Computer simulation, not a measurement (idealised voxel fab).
Herein follows the process module entitled voxel air gaps.
Cross-sectional view cut (width: 275 nm; square cell size: 5 nm).
A cross-section is written here as square cells arranged in a grid, and it is given in bands from the top down, each band taking up one or more rows of cells. Heads up on the band format: heights come first, top then bottom, in nm. After that it's the materials left to right, each with its width in nm. A single material flagged "throughout" fills the whole band edge to edge, and "air" means there's empty space there. Basically, 0 is our baseline, since under it the wafer straight out of the box is all one material. The bottom band has no lower end and keeps on going down, so it looks like "0 and below". Think of "30 to 40" as a width that walks from the first number to the second as you go down the band, top row to bottom row, taking equal-sized steps from row to row. "no alterations made" means the step left every cell of the cross-section as it was. Under "Fully closed voids" you'll find the enclosed gaps, the ones with no way out to the top, that are 8 cells or bigger; each reads width x height at distance, with distance counted from the left edge, everything in nm. after a step's settings: what the simulator itself notes on the step. "overlay nm", when on a step's line for a step with a mask, measures how far to the right of its planned place the mask lay; a negative measure means to the left.
Process steps (planned):
1. RECEIVE, material Si
2. CONFORMAL_DEP, material SiO2, thk nm 10
3. CONFORMAL_DEP, material SiN, thk nm 5
4. DIRECTIONAL_DEP, material SiO2, thk nm 35
5. MASKED_ETCH, tone open, mask id LINES, width nm 20, pitch nm 50, etch materials SiO2, depth nm 35, overlay nm 0
6. CONFORMAL_DEP, material TiN, thk nm 5
7. FILL_DEP, material W, thk nm 10
8. CMP, height nm 50
9. EPI, material Ru, thk nm 10
10. SELECTIVE_ETCH, etch materials SiO2, depth nm 45
11. CONFORMAL_DEP, material SiN, thk nm 5
Received-state cross-section, reflecting completion of step 1:
	0 and below = Si throughout
	Fully closed voids: none
Here's the cross-section of the first of our two wafers at the end of the module - it ran as planned:
	65 down to 60 = air 35 / SiN 200 / air 40
	60 down to 50 = air 35 / SiN 5 / Ru 40 / SiN 10 / Ru 40 / SiN 10 / Ru 40 / SiN 10 / Ru 40 / SiN 5 / air 40
	50 down to 45 = air 35 / SiN 15 / TiN 5 / W 10 / TiN 5 / SiN 30 / TiN 5 / W 10 / TiN 5 / SiN 30 / TiN 5 / W 10 / TiN 5 / SiN 30 / TiN 5 / W 10 / TiN 5 / SiN 15 / air 40
	45 down to 20 = air 45 / SiN 5 / TiN 5 / W 10 / TiN 5 / SiN 5 / air 20 / SiN 5 / TiN 5 / W 10 / TiN 5 / SiN 5 / air 20 / SiN 5 / TiN 5 / W 10 / TiN 5 / SiN 5 / air 20 / SiN 5 / TiN 5 / W 10 / TiN 5 / SiN 5 / air 50
	20 down to 15 = SiN 50 / TiN 20 / SiN 30 / TiN 20 / SiN 30 / TiN 20 / SiN 30 / TiN 20 / SiN 55
	15 down to 10 = SiN throughout
	10 down to 0 = SiO2 throughout
	0 and below = Si throughout
	Fully closed voids: 20 x 25 at 75; 20 x 25 at 125; 20 x 25 at 175
Here's the second of our two wafers sectioned at module end. Same start as the first, same plan, but one mistake got made running it:
	65 down to 60 = SiN throughout
	60 down to 50 = Ru throughout
	50 down to 20 = W 45 / TiN 5 / SiO2 20 / TiN 5 / W 20 / TiN 5 / SiO2 20 / TiN 5 / W 20 / TiN 5 / SiO2 20 / TiN 5 / W 20 / TiN 5 / SiO2 20 / TiN 5 / W 50
	20 down to 15 = TiN 50 / SiO2 20 / TiN 30 / SiO2 20 / TiN 30 / SiO2 20 / TiN 30 / SiO2 20 / TiN 55
	15 down to 10 = SiN throughout
	10 down to 0 = SiO2 throughout
	0 and below = Si throughout
	Fully closed voids: none
What broke from the plan during processing? step 5 ran with different settings than intended, the actual operation and settings being MASKED_ETCH, tone cover, mask id LINES, width nm 20, pitch nm 50, etch materials SiO2, depth nm 35, overlay nm 0
FYI, end of process, the second wafer has more or fewer cells of some materials than the first: +46 Ru, -104 SiN, +112 SiO2, +23 TiN, +138 W
End state: 3 closed voids on the first wafer, 0 on the second.
